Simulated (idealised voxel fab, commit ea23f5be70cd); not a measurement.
Name of the process module below: voxel quadruple lines
It is cross-section cut that appears here, measuring 280 nm in width, its square cells being 5 nm in size.
Reading order for cross-sections: top band down to bottom band. Underlying form: a grid of square cells. Band size: one or more rows of cells.
Band: top and bottom heights (nm) first, top before bottom; then materials from left to right, widths in nm. "everywhere" marks a sole material filling the band edge to edge. "air" denotes empty space.
Heads up on the height convention: 0 is the point under which the incoming wafer is all one material, and the lowest band has no bottom, it just keeps going down, like "from 0 down".
The width entry "30->40" should be interpreted row by row: the top row of cells in the band takes the first number, the bottom row takes the second number, and the change between adjacent rows is uniform throughout.
Where the words "nothing was modified" appear for a step, the cross-section shows no cell changed by that step; every cell remained as before.
Enclosed voids (no open way to top), threshold 8 cells or more, entry "Enclosed internal voids", notation width x height at distance, distance from left edge, nm.
Heads up: the bit after the settings on a step's line is the simulator's remark on that step.
overlay nm: step with mask; distance mask lay right of planned place; negative value = left of planned place.

## These are the steps we planned for the process
- 1: op RECEIVE | material Si
- 2: op CONFORMAL_DEP | material SiO2 | thk nm 10
- 3: op DIRECTIONAL_DEP | material W | thk nm 10
- 4: op DIRECTIONAL_DEP | material polySi | thk nm 20
- 5: op DIRECTIONAL_DEP | material aC | thk nm 20
- 6: op PATTERN | tone cover | mask id MANDREL | material resist | width nm 20 | pitch nm 60 | thk nm 25 | overlay nm 0
- 7: op DIRECTIONAL_ETCH | etch materials aC | depth nm 20
- 8: op STRIP | etch materials resist
- 9: op CONFORMAL_DEP | material SiO2 | thk nm 10
- 10: op DIRECTIONAL_ETCH | etch materials SiO2 | depth nm 10
- 11: op STRIP | etch materials aC
- 12: op DIRECTIONAL_ETCH | etch materials polySi | depth nm 20
- 13: op STRIP | etch materials SiO2
- 14: op CONFORMAL_DEP | material SiCN | thk nm 5
- 15: op DIRECTIONAL_ETCH | etch materials SiCN | depth nm 5
- 16: op STRIP | etch materials polySi
- 17: op DIRECTIONAL_ETCH | etch materials W | depth nm 10
- 18: op STRIP | etch materials SiCN

## Wafer at receipt (post step 1), cross-section
* from 0 down  Si everywhere
* Enclosed internal voids: none

## Look at the cross-section after the module: the wafer started out the way shown above and the plan was the one shown above, yet one mistake was made along the way
* from 50 to 40  W everywhere
* from 40 to 20  polySi everywhere
* from 20 to 10  W everywhere
* from 10 to 0  SiO2 everywhere
* from 0 down  Si everywhere
* Enclosed internal voids: none
Deviation noted in wafer processing: not per plan at step 5, really ran op DIRECTIONAL_DEP | material W | thk nm 20
